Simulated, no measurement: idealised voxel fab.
Presented below is a process module, voxel released beams.
FYI the section here is cut, 220 nm wide, cells are 5 nm squares.
In what follows, cross-sections appear as grids of square cells, described through bands that run from the top down, where every band is one or more rows of cells. What a band's entry tells you: where the top is and where the bottom is, as heights in nm, and after that what lies inside, material by material from left to right, each with its width in nm. Empty space is written as the word "blank", and a single material marked with the word "edge to edge" occupies the band from edge to edge. The level at which height equals 0 is the one under which the wafer, as it arrives, is entirely one material. No lower edge exists for the bottom band, which continues downward and is notated as in "0..down". So if you see something like "30..40" for the width, read it as the top row of the band sitting at the first number and the bottom row at the second, with every row in between moving by the same amount as the last. Where a step carries "nothing changed", the cross-section came out of it unchanged, cell for cell. "Cavities, closed": sealed empty spaces, 8 cells or more, no open way to top, listed width x height at distance, with distance from the left edge and width, height and distance in nm. Post-settings text on a step line: simulator's own remark regarding the step. Among the settings permitted on a step's line is "overlay nm"; applied to a step with a mask, it specifies the extent to which the mask lay to the right of its planned position, whereas a negative figure signifies a position to the left.
SET OUT BELOW ARE THE PLANNED STEPS OF THE PROCESS
| 1 | op RECEIVE | material Si |
| 2 | op CONFORMAL_DEP | material SiN | thk nm 5 |
| 3 | op DIRECTIONAL_DEP | material SiO2 | thk nm 10 |
| 4 | op MASKED_ETCH | tone open | mask id ANCHOR | width nm 35 | etch materials SiO2 | depth nm 10 | overlay nm 0 |
| 5 | op CONFORMAL_DEP | material W | thk nm 10 |
| 6 | op MASKED_ETCH | tone cover | mask id BEAM | width nm 120 | etch materials W | depth nm 10 | overlay nm 0 |
| 7 | op STRIP | etch materials SiO2 |
CROSS-SECTION, INCOMING MATERIAL, AFTER STEP 1
> 0..down  Si edge to edge
> Cavities, closed: none
HERE'S THE WAFER CUT IN CROSS-SECTION AFTER THE MODULE, STARTED AND PLANNED JUST LIKE ABOVE, EXCEPT ONE THING WAS DONE WRONG IN THE RUN
> 15..5  SiO2 50 nm / blank 35 nm / SiO2 135 nm
> 5..0  SiN edge to edge
> 0..down  Si edge to edge
> Cavities, closed: none
Against the plan, the run slipped here: contrary to plan, step 7 was performed as op STRIP | etch materials W
